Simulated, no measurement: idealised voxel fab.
Herein follows the process module entitled voxel wiring stack.
We display cut, a cross-section 165 nm in width whose square cells are each 5 nm.
Throughout this document, each cross-section is represented as a grid of square cells and is presented as a sequence of bands enumerated from the top downward, where a band comprises one or more rows of cells. Band: top height; bottom height; in nm. Then, left to right: material with width in nm, for each material. "all across": a single material spanning edge to edge. "empty": empty space. Beneath 0, the wafer as received is one material, and that level is where height counting begins. The lowest band goes on downward without a bottom; it is written like "0 -> down". Read "30 to 40" as a graded width: first number on top, second number at the bottom, same change between each pair of neighbouring rows. Key: "no alteration" - step with no changed cell in the cross-section. This entry, "Trapped cavities", enumerates those empty regions of no fewer than 8 cells that possess no open connection to the top. Each region is reported in the form width x height at distance, the distance being taken from the left edge, with all three quantities expressed in nm. Where a step's line continues beyond its settings, the continuation is a remark by the simulator itself on that step. The line of a step may include "overlay nm". On a step with a mask, this value is how far to the right of its planned place the mask lay. A negative value means the mask lay to the left.
The process steps that were planned are listed below
1: RECEIVE | material Si
2: CONFORMAL_DEP | material SiO2 | thk nm 15
3: DIRECTIONAL_DEP | material TiN | thk nm 5
4: DIRECTIONAL_DEP | material W | thk nm 20
5: DIRECTIONAL_DEP | material aC | thk nm 10
6: PATTERN | tone cover | mask id METAL_1 | material resist | width nm 30 | pitch nm 45 | thk nm 30 | overlay nm 0
7: DIRECTIONAL_ETCH | etch materials aC | depth nm 10
8: STRIP | etch materials resist
9: DIRECTIONAL_ETCH | etch materials W | depth nm 20
10: DIRECTIONAL_ETCH | etch materials TiN | depth nm 5
11: STRIP | etch materials aC
12: CONFORMAL_DEP | material SiN | thk nm 5
13: FILL_DEP | material lowk | thk nm 5
14: CMP | height nm 40
15: CONFORMAL_DEP | material SiCN | thk nm 5
16: DIRECTIONAL_DEP | material SiO2 | thk nm 20
17: DIRECTIONAL_DEP | material aC | thk nm 10
18: PATTERN | tone open | mask id PLUG_1 | material resist | width nm 15 | pitch nm 90 | thk nm 25 | overlay nm 0
19: DIRECTIONAL_ETCH | etch materials aC | depth nm 10
20: STRIP | etch materials resist
21: DIRECTIONAL_ETCH | etch materials SiO2 | depth nm 20
22: DIRECTIONAL_ETCH | etch materials SiCN | depth nm 5
23: STRIP | etch materials aC
24: EPI | material Ru | thk nm 10
25: EPI | material Ru | thk nm 10
26: EPI | material Ru | thk nm 5
27: DIRECTIONAL_DEP | material TiN | thk nm 5
28: DIRECTIONAL_DEP | material W | thk nm 25
29: DIRECTIONAL_DEP | material aC | thk nm 10
30: PATTERN | tone cover | mask id METAL_2 | material resist | width nm 30 | pitch nm 45 | thk nm 30 | overlay nm 0
31: DIRECTIONAL_ETCH | etch materials aC | depth nm 10
32: STRIP | etch materials resist
33: DIRECTIONAL_ETCH | etch materials W | depth nm 25
34: DIRECTIONAL_ETCH | etch materials TiN | depth nm 5
35: STRIP | etch materials aC
36: CONFORMAL_DEP | material SiN | thk nm 5
37: FILL_DEP | material lowk | thk nm 5
38: CMP | height nm 95
39: CONFORMAL_DEP | material SiCN | thk nm 5
40: DIRECTIONAL_DEP | material lowk | thk nm 10
41: MASKED_ETCH | tone open | mask id PLUG_2 | width nm 15 | pitch nm 90 | etch materials lowk | depth nm 10 | overlay nm 0
42: MASKED_ETCH | tone open | mask id PLUG_2 | width nm 15 | pitch nm 90 | etch materials SiCN | depth nm 5 | overlay nm 0
43: EPI | material Ru | thk nm 10
44: EPI | material Ru | thk nm 5
45: DIRECTIONAL_DEP | material TiN | thk nm 5
46: DIRECTIONAL_DEP | material W | thk nm 15
47: MASKED_ETCH | tone cover | mask id METAL_3 | width nm 30 | pitch nm 45 | etch materials W | depth nm 15 | overlay nm 0
48: MASKED_ETCH | tone cover | mask id METAL_3 | width nm 30 | pitch nm 45 | etch materials TiN | depth nm 5 | overlay nm 0
49: FILL_DEP | material SiO2 | thk nm 10
50: CMP | height nm 130
51: CONFORMAL_DEP | material SiCN | thk nm 5
52: DIRECTIONAL_DEP | material lowk | thk nm 10
53: PATTERN | tone open | mask id PLUG_3 | material resist | width nm 15 | pitch nm 45 | thk nm 20 | overlay nm 0
54: DIRECTIONAL_ETCH | etch materials lowk | depth nm 10
55: DIRECTIONAL_ETCH | etch materials SiCN | depth nm 5
56: STRIP | etch materials resist
57: CONFORMAL_DEP | material TiN | thk nm 5
58: FILL_DEP | material Cu | thk nm 5
59: CMP | height nm 145
60: DIRECTIONAL_DEP | material TiN | thk nm 5
61: DIRECTIONAL_DEP | material W | thk nm 20
62: MASKED_ETCH | tone cover | mask id METAL_4 | width nm 30 | pitch nm 45 | etch materials W | depth nm 20 | overlay nm 0
63: MASKED_ETCH | tone cover | mask id METAL_4 | width nm 30 | pitch nm 45 | etch materials TiN | depth nm 5 | overlay nm 0
64: CONFORMAL_DEP | material SiCN | thk nm 5
65: FILL_DEP | material SiO2 | thk nm 10
66: CMP | height nm 170
67: CONFORMAL_DEP | material SiCN | thk nm 5
Delivered wafer in cross-section: state after step 1
0 -> down: Si all across
Trapped cavities: none
Cross-section, end of module. Start: as above. Plan: as above. Execution: one mistake
175 -> 170: SiCN all across
170 -> 150: 15 SiO2 | 5 SiCN | 30 W | 5 SiCN | 5 SiO2 | 5 SiCN | 30 W | 5 SiCN | 5 SiO2 | 5 SiCN | 30 W | 5 SiCN | 20 SiO2
150 -> 145: 20 SiCN | 30 TiN | 15 SiCN | 30 TiN | 15 SiCN | 30 TiN | 25 SiCN
145 -> 135: 20 lowk | 5 TiN | 5 Cu | 5 TiN | 30 lowk | 5 TiN | 5 Cu | 5 TiN | 30 lowk | 5 TiN | 5 Cu | 5 TiN | 40 lowk
135 -> 130: 20 SiCN | 15 TiN | 30 SiCN | 15 TiN | 30 SiCN | 15 TiN | 40 SiCN
130 -> 115: 20 SiO2 | 30 W | 15 SiO2 | 30 W | 15 SiO2 | 30 W | 25 SiO2
115 -> 110: 20 SiO2 | 30 TiN | 15 SiO2 | 30 TiN | 15 SiO2 | 30 TiN | 25 SiO2
110 -> 100: 20 lowk | 15 Ru | 75 lowk | 15 Ru | 40 lowk
100 -> 95: 20 SiCN | 15 Ru | 75 SiCN | 15 Ru | 40 SiCN
95 -> 80: 15 lowk | 5 SiN | 30 W | 5 SiN | 5 lowk | 5 SiN | 30 W | 5 SiN | 5 lowk | 5 SiN | 30 W | 5 SiN | 20 lowk
80 -> 75: 5 lowk | 15 SiN | 25 TiN | 5 W | 5 SiN | 5 lowk | 5 SiN | 30 W | 15 SiN | 25 TiN | 5 W | 5 SiN | 20 lowk
75 -> 70: 5 lowk | 5 SiN | 35 Ru | 5 W | 5 SiN | 5 lowk | 5 SiN | 30 W | 5 SiN | 35 Ru | 5 W | 5 SiN | 20 lowk
70 -> 65: 10 SiN | 35 Ru | 5 TiN | 15 SiN | 30 TiN | 5 SiN | 35 Ru | 5 TiN | 25 SiN
65 -> 45: 20 SiO2 | 15 Ru | 75 SiO2 | 15 Ru | 40 SiO2
45 -> 40: 20 SiCN | 15 Ru | 75 SiCN | 15 Ru | 40 SiCN
40 -> 20: 15 lowk | 5 SiN | 30 W | 5 SiN | 5 lowk | 5 SiN | 30 W | 5 SiN | 5 lowk | 5 SiN | 30 W | 5 SiN | 20 lowk
20 -> 15: 20 SiN | 30 TiN | 15 SiN | 30 TiN | 15 SiN | 30 TiN | 25 SiN
15 -> 0: SiO2 all across
0 -> down: Si all across
Trapped cavities: none
Run error: there is no telling which one of steps 24 and 25, all the same, got done twice
